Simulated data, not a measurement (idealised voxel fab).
process module | voxel air gaps
The cross-section on display is named cut; it measures 240 nm wide, and its cells are 5 nm squares.
Think of the cross-section as a grid of square cells. We describe it in bands, top to bottom, and each band covers one or more rows of those cells.
Band entry format. Leading values: height of top, height of bottom, nm. Remainder: materials in left-to-right order, each with its width in nm. Special words: "full width" on a single material, which then fills the band edge to edge; "air", empty space.
We count height from 0. Below that, the starting wafer is all one material. The lowest band never ends at the bottom but goes on down; see "top 0, no bottom" for how that is written.
You'd read "30..40" like this: the band's top row of cells is as wide as the first number, its bottom row is as wide as the second, and going down, every row changes width by the same amount as the row before did.
Basically "nothing changed" means that step didn't change any cell in the cross-section.
You'll see "Voids, fully enclosed" listing empty spaces that have no way open to the top, as long as they're 8 cells or more; the notation is width x height at distance, where the distance is from the left edge, and all of it is in nm.
Note: text after step settings on the step line = simulator remark on that step.
overlay nm: mask offset rightward from planned place, masked step; negative means leftward offset.

**Planned step list for the process**
1 RECEIVE, material Si
2 CONFORMAL_DEP, material SiO2, thk nm 15
3 CONFORMAL_DEP, material SiCN, thk nm 5
4 DIRECTIONAL_DEP, material SiO2, thk nm 30
5 PATTERN, tone open, mask id LINES, material resist, width nm 20, pitch nm 45, thk nm 20, overlay nm 0
6 DIRECTIONAL_ETCH, etch materials SiO2, depth nm 30
7 STRIP, etch materials resist
8 CONFORMAL_DEP, material TiN, thk nm 5
9 FILL_DEP, material W, thk nm 10
10 CMP, height nm 50
11 EPI, material Ru, thk nm 10
12 SELECTIVE_ETCH, etch materials SiO2, depth nm 40
13 CONFORMAL_DEP, material SiCN, thk nm 5

**Incoming wafer in cross-section (state: after step 1)**
- top 0, no bottom  Si full width
- Voids, fully enclosed: none

**End-of-module cross-section. Starting structure and process plan as above; one mistake made in running it**
- top 65, bottom 60  air (25); SiCN (185); air (30)
- top 60, bottom 50  air (25); SiCN (5); Ru (40); SiCN (5); Ru (40); SiCN (5); Ru (40); SiCN (5); Ru (40); SiCN (5); air (30)
- top 50, bottom 45  air (25); SiCN (15); TiN (5); SiCN (10); TiN (5); SiCN (25); TiN (5); SiCN (10); TiN (5); SiCN (25); TiN (5); SiCN (10); TiN (5); SiCN (25); TiN (5); SiCN (10); TiN (5); SiCN (15); air (30)
- top 45, bottom 25  air (35); SiCN (5); TiN (5); SiCN (10); TiN (5); SiCN (5); air (15); SiCN (5); TiN (5); SiCN (10); TiN (5); SiCN (5); air (15); SiCN (5); TiN (5); SiCN (10); TiN (5); SiCN (5); air (15); SiCN (5); TiN (5); SiCN (10); TiN (5); SiCN (5); air (40)
- top 25, bottom 20  SiCN (40); TiN (20); SiCN (25); TiN (20); SiCN (25); TiN (20); SiCN (25); TiN (20); SiCN (45)
- top 20, bottom 15  SiCN full width
- top 15, bottom 0  SiO2 full width
- top 0, no bottom  Si full width
- Voids, fully enclosed: 15 x 20 at 65; 15 x 20 at 110; 15 x 20 at 155
Heads up, the wafer didn't run the way we planned it: note that step 9 departed from the planned setting and was carried out as FILL_DEP, material SiCN, thk nm 10
